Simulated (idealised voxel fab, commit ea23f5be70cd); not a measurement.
Herein follows the process module entitled voxel capacitor over wiring.
Each square cell in cross-section cut measures 5 nm, and the section as a whole is 275 nm wide.
Cross-section layout: square cells on a grid; listed as bands, top to bottom; a band spans one or more cell rows.
Top height, bottom height, nm. Materials left to right, width each, nm. Single material + "everywhere" = fills band edge to edge. "blank" = empty.
Height 0 is the level under which the wafer as received is all one material. The lowest band goes on downwards, as in "from 0 down".
Quick explanation for "30..40": the width changes in equal steps down the rows of cells, from the first number in the band's top row to the second number in its bottom row.
Any step labelled "everything unchanged" changed none of the cells in the cross-section.
Entry "Enclosed internal voids" = empty spaces >= 8 cells with no open way to the top; each as width x height at distance, distance from left edge, all nm.
The remark found on a step's line after its settings is issued by the simulator itself and pertains to that step.
"overlay nm" on a masked step: distance the mask lay right of its planned place, negative for left.

## Planned process steps
step 1: RECEIVE: material Si
step 2: CONFORMAL_DEP: material SiO2, thk nm 10
step 3: CONFORMAL_DEP: material SiCN, thk nm 5
step 4: DIRECTIONAL_DEP: material lowk, thk nm 20
step 5: MASKED_ETCH: tone open, mask id METAL_1, width nm 30, pitch nm 90, etch materials lowk, depth nm 20, overlay nm 0
step 6: MASKED_ETCH: tone open, mask id METAL_1, width nm 30, pitch nm 90, etch materials SiCN, depth nm 5, overlay nm 0
step 7: CONFORMAL_DEP: material TiN, thk nm 5
step 8: FILL_DEP: material Cu, thk nm 5
step 9: CMP: height nm 35
step 10: CONFORMAL_DEP: material SiCN, thk nm 5
step 11: DIRECTIONAL_DEP: material SiO2, thk nm 15
step 12: PATTERN: tone open, mask id PLUG_1, material resist, width nm 15, thk nm 20, overlay nm 0
step 13: DIRECTIONAL_ETCH: etch materials SiO2, depth nm 15
step 14: DIRECTIONAL_ETCH: etch materials SiCN, depth nm 5
step 15: STRIP: etch materials resist
step 16: CONFORMAL_DEP: material TiN, thk nm 5
step 17: FILL_DEP: material Ru, thk nm 10
step 18: CMP: height nm 55
step 19: DIRECTIONAL_DEP: material TiN, thk nm 5
step 20: DIRECTIONAL_DEP: material SiN, thk nm 5
step 21: DIRECTIONAL_DEP: material TiN, thk nm 5
step 22: MASKED_ETCH: tone cover, mask id UPPER_PLATE, width nm 65, etch materials TiN, depth nm 5, overlay nm 0
step 23: MASKED_ETCH: tone cover, mask id UPPER_PLATE, width nm 65, etch materials SiN, depth nm 5, overlay nm 0
step 24: PATTERN: tone cover, mask id LOWER_PLATE, material resist, width nm 75, thk nm 15, overlay nm 0
step 25: DIRECTIONAL_ETCH: etch materials TiN, depth nm 5
step 26: STRIP: etch materials resist
step 27: FILL_DEP: material SiO2, thk nm 20
step 28: CMP: height nm 85
step 29: MASKED_ETCH: tone open, mask id PLUG_2, width nm 15, etch materials SiO2, depth nm 15, overlay nm 0
step 30: CONFORMAL_DEP: material TiN, thk nm 5
step 31: FILL_DEP: material Ru, thk nm 5
step 32: CMP: height nm 85
step 33: CONFORMAL_DEP: material SiN, thk nm 5

## Wafer as received: cross-section following step 1
> from 0 down: Si everywhere
> Enclosed internal voids: none

## Below is the wafer in cross-section after the module was completed. It began from the starting point shown above and followed the plan shown above, except that one mistake was made while running it
> from 90 to 85: SiN everywhere
> from 85 to 75: 100 SiO2, then 5 TiN, then 5 Ru, then 5 TiN, then 160 SiO2
> from 75 to 70: 100 SiO2, then 15 TiN, then 160 SiO2
> from 70 to 65: 90 SiO2, then 65 SiN, then 120 SiO2
> from 65 to 60: 85 SiO2, then 75 TiN, then 115 SiO2
> from 60 to 55: TiN everywhere
> from 55 to 40: 90 SiO2, then 5 TiN, then 5 Ru, then 5 TiN, then 170 SiO2
> from 40 to 35: 90 SiCN, then 15 TiN, then 170 SiCN
> from 35 to 15: 75 lowk, then 5 TiN, then 20 Cu, then 5 TiN, then 60 lowk, then 5 TiN, then 20 Cu, then 5 TiN, then 80 lowk
> from 15 to 10: 75 SiCN, then 30 TiN, then 60 SiCN, then 30 TiN, then 80 SiCN
> from 10 to 0: SiO2 everywhere
> from 0 down: Si everywhere
> Enclosed internal voids: none
It is concluded that the wafer was processed incorrectly with respect to the plan, in that transposition of steps 20 and 21 relative to the planned sequence
